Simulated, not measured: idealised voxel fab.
Process module, titled voxel transistor to metal
We display cut, a cross-section 210 nm in width whose square cells are each 5 nm.
Cross-sections here: square-cell grids, written as top-down lists of bands, a band being one or more rows of cells. Band entry format. Leading values: height of top, height of bottom, nm. Remainder: materials in left-to-right order, each with its width in nm. Special words: "all across" on a single material, which then fills the band edge to edge; "empty", empty space. Heights are reckoned from 0. Under this level, the received wafer is all of one material. The bottommost band is open-ended downward, for example "0 -> down". Width "30 to 40": first value at the band's top row of cells, second value at its bottom row, equal change from row to row. "changes: none" (step): cross-section cells unchanged, all of them. Closed-off voids of 8+ cells (no open route to the top) go in "Enclosed internal cavities", written width x height at distance from the left edge, in nm. The remark found on a step's line after its settings is issued by the simulator itself and pertains to that step. What "overlay nm" on a step's line means: if the step has a mask, that mask lay this far to the right of its planned place, or, when the value is negative, to the left.
The following list gives the planned process steps
1. RECEIVE: material Si
2. CONFORMAL_DEP: material SiO2, thk nm 5
3. CONFORMAL_DEP: material SiN, thk nm 15
4. PATTERN: tone cover, mask id ACTIVE, material resist, width nm 115, thk nm 15, overlay nm 0
5. DIRECTIONAL_ETCH: etch materials SiN, depth nm 15
6. DIRECTIONAL_ETCH: etch materials SiO2, depth nm 5
7. DIRECTIONAL_ETCH: etch materials Si, depth nm 20
8. STRIP: etch materials resist
9. FILL_DEP: material SiO2, thk nm 10
10. CMP: height nm 20
11. SELECTIVE_ETCH: etch materials SiO2, depth nm 15
12. STRIP: etch materials SiN
13. SELECTIVE_ETCH: etch materials SiO2, depth nm 5
14. OXIDIZE: depth nm 5
15. DIRECTIONAL_DEP: material polySi, thk nm 25
16. DIRECTIONAL_DEP: material SiCN, thk nm 10
17. PATTERN: tone cover, mask id GATE, material resist, width nm 25, thk nm 20, overlay nm 0
18. DIRECTIONAL_ETCH: etch materials SiCN, depth nm 20
19. DIRECTIONAL_ETCH: etch materials polySi, depth nm 35
20. STRIP: etch materials resist
21. CONFORMAL_DEP: material SiO2, thk nm 5
22. DIRECTIONAL_ETCH: etch materials SiO2, depth nm 5
23. CONFORMAL_DEP: material SiN, thk nm 10
24. DIRECTIONAL_ETCH: etch materials SiN, depth nm 10
25. DIRECTIONAL_ETCH: etch materials SiO2, depth nm 5
26. DIRECTIONAL_ETCH: etch materials Si, depth nm 15
27. EPI: material pSi, thk nm 20
28. FILL_DEP: material SiO2, thk nm 10
29. CMP: height nm 35
30. DIRECTIONAL_DEP: material SiO2, thk nm 15
31. DIRECTIONAL_DEP: material aC, thk nm 15
32. PATTERN: tone open, mask id CONTACT, material resist, width nm 30, pitch nm 65, thk nm 30, overlay nm 0
33. DIRECTIONAL_ETCH: etch materials aC, depth nm 15
34. STRIP: etch materials resist
35. DIRECTIONAL_ETCH: etch materials SiO2, depth nm 35
36. STRIP: etch materials aC
37. CONFORMAL_DEP: material TiN, thk nm 5
38. FILL_DEP: material W, thk nm 10
39. CMP: height nm 50
40. CONFORMAL_DEP: material SiCN, thk nm 5
41. DIRECTIONAL_DEP: material lowk, thk nm 20
42. DIRECTIONAL_DEP: material aC, thk nm 10
43. PATTERN: tone open, mask id METAL_1, material resist, width nm 15, pitch nm 80, thk nm 30, overlay nm 0
44. DIRECTIONAL_ETCH: etch materials aC, depth nm 10
45. STRIP: etch materials resist
46. DIRECTIONAL_ETCH: etch materials lowk, depth nm 20
47. DIRECTIONAL_ETCH: etch materials SiCN, depth nm 5
48. STRIP: etch materials aC
49. CONFORMAL_DEP: material TiN, thk nm 5
50. FILL_DEP: material W, thk nm 10
51. CMP: height nm 75
52. EPI: material Ru, thk nm 5
53. FILL_DEP: material SiCN, thk nm 5
54. DIRECTIONAL_DEP: material SiO2, thk nm 30
55. PATTERN: tone open, mask id METAL_2, material resist, width nm 15, pitch nm 80, thk nm 20, overlay nm 0
56. DIRECTIONAL_ETCH: etch materials SiO2, depth nm 20
57. STRIP: etch materials resist
58. MASKED_ETCH: tone open, mask id METAL_2_HOLES, width nm 15, pitch nm 80, etch materials SiO2, depth nm 10, overlay nm 0
59. MASKED_ETCH: tone open, mask id METAL_2_HOLES, width nm 15, pitch nm 80, etch materials SiCN, depth nm 5, overlay nm 0
60. CONFORMAL_DEP: material TiN, thk nm 5
61. FILL_DEP: material Cu, thk nm 10
62. CMP: height nm 115
63. CONFORMAL_DEP: material SiN, thk nm 5
Step 1 complete: cross-section of the wafer as received
	0 -> down = Si all across
	Enclosed internal cavities: none
Cross-section, end of module. Start: as above. Plan: as above. Execution: one mistake
	120 -> 115 = SiN all across
	115 -> 85 = SiO2 (55); TiN (5); Cu (5); TiN (5); SiO2 (65); TiN (5); Cu (5); TiN (5); SiO2 (60)
	85 -> 80 = SiCN (55); TiN (15); SiCN (65); TiN (15); SiCN (60)
	80 -> 75 = SiCN (50); Ru (25); SiCN (55); Ru (25); SiCN (55)
	75 -> 55 = lowk (55); TiN (5); W (5); TiN (5); lowk (65); TiN (5); W (5); TiN (5); lowk (60)
	55 -> 50 = SiCN (55); TiN (15); SiCN (65); TiN (15); SiCN (60)
	50 -> 40 = SiO2 (55); TiN (5); W (20); TiN (5); SiO2 (35); TiN (5); W (20); TiN (5); SiO2 (60)
	40 -> 35 = SiO2 (55); TiN (5); W (15); TiN (10); SiO2 (35); TiN (10); W (15); TiN (5); SiO2 (60)
	35 -> 25 = SiO2 (55); TiN (5); W (15); TiN (5); SiN (10); SiCN (25); SiN (10); TiN (5); W (15); TiN (5); SiO2 (60)
	25 -> 20 = SiO2 (55); TiN (5); W (15); TiN (5); SiN (10); polySi (25); SiN (10); TiN (5); W (15); TiN (5); SiO2 (60)
	20 -> 15 = SiO2 (55); TiN (25); SiN (10); polySi (25); SiN (10); TiN (25); SiO2 (60)
	15 -> 0 = SiO2 (60); pSi (20); SiN (10); polySi (25); SiN (10); pSi (20); SiO2 (65)
	0 -> -5 = SiO2 (35); pSi (45); SiN (10); SiO2 (25); SiN (10); pSi (45); SiO2 (40)
	-5 -> -10 = SiO2 (35); pSi (45); Si (45); pSi (45); SiO2 (40)
	-10 -> -20 = SiO2 (45); pSi (35); Si (45); pSi (35); SiO2 (50)
	-20 -> down = Si all across
	Enclosed internal cavities: none
Finding, execution versus plan: the plan's step 21 went unexecuted, having been skipped
